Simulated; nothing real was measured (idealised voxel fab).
The process module presented herein is designated voxel gate over fins.
Section shown: cut. Width: 180 nm. Cell size: 5 nm, square.
Cross-sections here: square-cell grids, written as top-down lists of bands, a band being one or more rows of cells. Band entry format. Leading values: height of top, height of bottom, nm. Remainder: materials in left-to-right order, each with its width in nm. Special words: "throughout" on a single material, which then fills the band edge to edge; "blank", empty space. Height 0 is the level under which the wafer as received is all one material. The lowest band goes on downwards, as in "top 0, no bottom". You'd read "30->40" like this: the band's top row of cells is as wide as the first number, its bottom row is as wide as the second, and going down, every row changes width by the same amount as the row before did. Given "everything unchanged" for a step, no cell of the cross-section differs between before and after that step. If an empty space has no open way to the top and is at least 8 cells in size, "Sealed internal cavities" lists it, written width x height at distance, where distance is measured from the left edge and every value is in nm. On each step's line, the part that comes after the settings is the simulator's own comment on the step. Regarding "overlay nm": on a step with a mask, it is the distance the mask lay to the right of its planned place; a negative value places it to the left.

### These are the steps we planned for the process
1: RECEIVE | material Si
2: CONFORMAL_DEP | material SiN | thk nm 10
3: DIRECTIONAL_DEP | material aC | thk nm 10
4: PATTERN | tone cover | mask id FINS | material resist | width nm 15 | pitch nm 40 | thk nm 25 | overlay nm 0
5: DIRECTIONAL_ETCH | etch materials aC | depth nm 10
6: STRIP | etch materials resist
7: DIRECTIONAL_ETCH | etch materials SiN | depth nm 10
8: DIRECTIONAL_ETCH | etch materials Si | depth nm 30
9: STRIP | etch materials aC
10: OXIDIZE | depth nm 5
11: FILL_DEP | material SiO2 | thk nm 15
12: CMP | height nm 10
13: SELECTIVE_ETCH | etch materials SiO2 | depth nm 25
14: STRIP | etch materials SiN
15: CONFORMAL_DEP | material HfO2 | thk nm 5
16: CONFORMAL_DEP | material TiN | thk nm 5
17: FILL_DEP | material W | thk nm 10
18: CMP | height nm 15
19: CONFORMAL_DEP | material SiCN | thk nm 10

### Run as planned: first of two wafers

### Incoming wafer in cross-section (state: after step 1)
    top 0, no bottom: Si throughout
    Sealed internal cavities: none

### State of the wafer after step 2, shown in cross-section
    top 10, bottom 0: SiN throughout
    below 0: unchanged

### State of the wafer after step 3, shown in cross-section
    top 20, bottom 10: aC throughout
    below 10: unchanged

### State of the wafer after step 4, shown in cross-section
    top 45, bottom 20: 20 nm blank / 15 nm resist / 25 nm blank / 15 nm resist / 25 nm blank / 15 nm resist / 25 nm blank / 15 nm resist / 25 nm blank
    below 20: unchanged

### State of the wafer after step 5, shown in cross-section
    top 35, bottom 20: 20 nm blank / 15 nm resist / 25 nm blank / 15 nm resist / 25 nm blank / 15 nm resist / 25 nm blank / 15 nm resist / 25 nm blank
    top 20, bottom 10: 20 nm blank / 15 nm aC / 25 nm blank / 15 nm aC / 25 nm blank / 15 nm aC / 25 nm blank / 15 nm aC / 25 nm blank
    below 10: unchanged

### State of the wafer after step 6, shown in cross-section
    top 20, bottom 10: 20 nm blank / 15 nm aC / 25 nm blank / 15 nm aC / 25 nm blank / 15 nm aC / 25 nm blank / 15 nm aC / 25 nm blank
    below 10: unchanged

### State of the wafer after step 7, shown in cross-section
    top 20, bottom 10: 20 nm blank / 15 nm aC / 25 nm blank / 15 nm aC / 25 nm blank / 15 nm aC / 25 nm blank / 15 nm aC / 25 nm blank
    top 10, bottom 0: 20 nm blank / 15 nm SiN / 25 nm blank / 15 nm SiN / 25 nm blank / 15 nm SiN / 25 nm blank / 15 nm SiN / 25 nm blank
    below 0: unchanged

### State of the wafer after step 8, shown in cross-section
    top 20, bottom 10: 20 nm blank / 15 nm aC / 25 nm blank / 15 nm aC / 25 nm blank / 15 nm aC / 25 nm blank / 15 nm aC / 25 nm blank
    top 10, bottom 0: 20 nm blank / 15 nm SiN / 25 nm blank / 15 nm SiN / 25 nm blank / 15 nm SiN / 25 nm blank / 15 nm SiN / 25 nm blank
    top 0, bottom -30: 20 nm blank / 15 nm Si / 25 nm blank / 15 nm Si / 25 nm blank / 15 nm Si / 25 nm blank / 15 nm Si / 25 nm blank
    below -30: unchanged

### State of the wafer after step 9, shown in cross-section
    top 10, bottom 0: 20 nm blank / 15 nm SiN / 25 nm blank / 15 nm SiN / 25 nm blank / 15 nm SiN / 25 nm blank / 15 nm SiN / 25 nm blank
    below 0: unchanged

### State of the wafer after step 10, shown in cross-section
    top 10, bottom 0: 20 nm blank / 15 nm SiN / 25 nm blank / 15 nm SiN / 25 nm blank / 15 nm SiN / 25 nm blank / 15 nm SiN / 25 nm blank
    top 0, bottom -30: 20 nm blank / 5 nm SiO2 / 5 nm Si / 5 nm SiO2 / 25 nm blank / 5 nm SiO2 / 5 nm Si / 5 nm SiO2 / 25 nm blank / 5 nm SiO2 / 5 nm Si / 5 nm SiO2 / 25 nm blank / 5 nm SiO2 / 5 nm Si / 5 nm SiO2 / 25 nm blank
    top -30, bottom -35: 25 nm SiO2 / 5 nm Si / 35 nm SiO2 / 5 nm Si / 35 nm SiO2 / 5 nm Si / 35 nm SiO2 / 5 nm Si / 30 nm SiO2
    below -35: unchanged

### State of the wafer after step 11, shown in cross-section
    top 25, bottom 10: SiO2 throughout
    top 10, bottom 0: 20 nm SiO2 / 15 nm SiN / 25 nm SiO2 / 15 nm SiN / 25 nm SiO2 / 15 nm SiN / 25 nm SiO2 / 15 nm SiN / 25 nm SiO2
    top 0, bottom -35: 25 nm SiO2 / 5 nm Si / 35 nm SiO2 / 5 nm Si / 35 nm SiO2 / 5 nm Si / 35 nm SiO2 / 5 nm Si / 30 nm SiO2
    below -35: unchanged

### State of the wafer after step 12, shown in cross-section
    top 10, bottom 0: 20 nm SiO2 / 15 nm SiN / 25 nm SiO2 / 15 nm SiN / 25 nm SiO2 / 15 nm SiN / 25 nm SiO2 / 15 nm SiN / 25 nm SiO2
    below 0: unchanged

### State of the wafer after step 13, shown in cross-section
    top 10, bottom 0: 20 nm blank / 15 nm SiN / 25 nm blank / 15 nm SiN / 25 nm blank / 15 nm SiN / 25 nm blank / 15 nm SiN / 25 nm blank
    top 0, bottom -15: 25 nm blank / 5 nm Si / 35 nm blank / 5 nm Si / 35 nm blank / 5 nm Si / 35 nm blank / 5 nm Si / 30 nm blank
    below -15: unchanged

### State of the wafer after step 14, shown in cross-section
    top 0, bottom -15: 25 nm blank / 5 nm Si / 35 nm blank / 5 nm Si / 35 nm blank / 5 nm Si / 35 nm blank / 5 nm Si / 30 nm blank
    below -15: unchanged

### State of the wafer after step 15, shown in cross-section
    top 5, bottom 0: 20 nm blank / 15 nm HfO2 / 25 nm blank / 15 nm HfO2 / 25 nm blank / 15 nm HfO2 / 25 nm blank / 15 nm HfO2 / 25 nm blank
    top 0, bottom -10: 20 nm blank / 5 nm HfO2 / 5 nm Si / 5 nm HfO2 / 25 nm blank / 5 nm HfO2 / 5 nm Si / 5 nm HfO2 / 25 nm blank / 5 nm HfO2 / 5 nm Si / 5 nm HfO2 / 25 nm blank / 5 nm HfO2 / 5 nm Si / 5 nm HfO2 / 25 nm blank
    top -10, bottom -15: 25 nm HfO2 / 5 nm Si / 35 nm HfO2 / 5 nm Si / 35 nm HfO2 / 5 nm Si / 35 nm HfO2 / 5 nm Si / 30 nm HfO2
    below -15: unchanged

### State of the wafer after step 16, shown in cross-section
    top 10, bottom 5: 15 nm blank / 25 nm TiN / 15 nm blank / 25 nm TiN / 15 nm blank / 25 nm TiN / 15 nm blank / 25 nm TiN / 20 nm blank
    top 5, bottom 0: 15 nm blank / 5 nm TiN / 15 nm HfO2 / 5 nm TiN / 15 nm blank / 5 nm TiN / 15 nm HfO2 / 5 nm TiN / 15 nm blank / 5 nm TiN / 15 nm HfO2 / 5 nm TiN / 15 nm blank / 5 nm TiN / 15 nm HfO2 / 5 nm TiN / 20 nm blank
    top 0, bottom -5: 15 nm blank / 5 nm TiN / 5 nm HfO2 / 5 nm Si / 5 nm HfO2 / 5 nm TiN / 15 nm blank / 5 nm TiN / 5 nm HfO2 / 5 nm Si / 5 nm HfO2 / 5 nm TiN / 15 nm blank / 5 nm TiN / 5 nm HfO2 / 5 nm Si / 5 nm HfO2 / 5 nm TiN / 15 nm blank / 5 nm TiN / 5 nm HfO2 / 5 nm Si / 5 nm HfO2 / 5 nm TiN / 20 nm blank
    top -5, bottom -10: 20 nm TiN / 5 nm HfO2 / 5 nm Si / 5 nm HfO2 / 25 nm TiN / 5 nm HfO2 / 5 nm Si / 5 nm HfO2 / 25 nm TiN / 5 nm HfO2 / 5 nm Si / 5 nm HfO2 / 25 nm TiN / 5 nm HfO2 / 5 nm Si / 5 nm HfO2 / 25 nm TiN
    below -10: unchanged

### State of the wafer after step 17, shown in cross-section
    top 20, bottom 10: W throughout
    top 10, bottom 5: 15 nm W / 25 nm TiN / 15 nm W / 25 nm TiN / 15 nm W / 25 nm TiN / 15 nm W / 25 nm TiN / 20 nm W
    top 5, bottom 0: 15 nm W / 5 nm TiN / 15 nm HfO2 / 5 nm TiN / 15 nm W / 5 nm TiN / 15 nm HfO2 / 5 nm TiN / 15 nm W / 5 nm TiN / 15 nm HfO2 / 5 nm TiN / 15 nm W / 5 nm TiN / 15 nm HfO2 / 5 nm TiN / 20 nm W
    top 0, bottom -5: 15 nm W / 5 nm TiN / 5 nm HfO2 / 5 nm Si / 5 nm HfO2 / 5 nm TiN / 15 nm W / 5 nm TiN / 5 nm HfO2 / 5 nm Si / 5 nm HfO2 / 5 nm TiN / 15 nm W / 5 nm TiN / 5 nm HfO2 / 5 nm Si / 5 nm HfO2 / 5 nm TiN / 15 nm W / 5 nm TiN / 5 nm HfO2 / 5 nm Si / 5 nm HfO2 / 5 nm TiN / 20 nm W
    below -5: unchanged

### State of the wafer after step 18, shown in cross-section
    top 15, bottom 10: W throughout
    below 10: unchanged

### State of the wafer after step 19, shown in cross-section
    top 25, bottom 15: SiCN throughout
    below 15: unchanged

### The remaining wafer, second of the two, started like the first and was run to the same plan, except that one mistake was made along the way; the two coincide through step 15, inclusive

### Look at the second wafer in cross-section at the time step 16 ought to have finished
    top 20, bottom 5: 5 nm blank / 165 nm TiN / 10 nm blank
    top 5, bottom 0: 20 nm TiN / 15 nm HfO2 / 25 nm TiN / 15 nm HfO2 / 25 nm TiN / 15 nm HfO2 / 25 nm TiN / 15 nm HfO2 / 25 nm TiN
    top 0, bottom -10: 20 nm TiN / 5 nm HfO2 / 5 nm Si / 5 nm HfO2 / 25 nm TiN / 5 nm HfO2 / 5 nm Si / 5 nm HfO2 / 25 nm TiN / 5 nm HfO2 / 5 nm Si / 5 nm HfO2 / 25 nm TiN / 5 nm HfO2 / 5 nm Si / 5 nm HfO2 / 25 nm TiN
    below -10: unchanged

### Look at the second wafer in cross-section at the time step 17 ought to have finished
    top 30, bottom 20: W throughout
    top 20, bottom 5: 5 nm W / 165 nm TiN / 10 nm W
    below 5: unchanged

### Look at the second wafer in cross-section at the time step 18 ought to have finished
    top 15, bottom 5: 5 nm W / 165 nm TiN / 10 nm W
    below 5: unchanged

### Look at the second wafer in cross-section at the time step 19 ought to have finished
    top 25, bottom 15: SiCN throughout
    below 15: unchanged
Deviation noted in wafer processing: step 16 was not run as planned; what actually ran was CONFORMAL_DEP | material TiN | thk nm 15
Wafer comparison, final, in cells, second relative to first, materials more or fewer: TiN: 78 more; W: 78 fewer
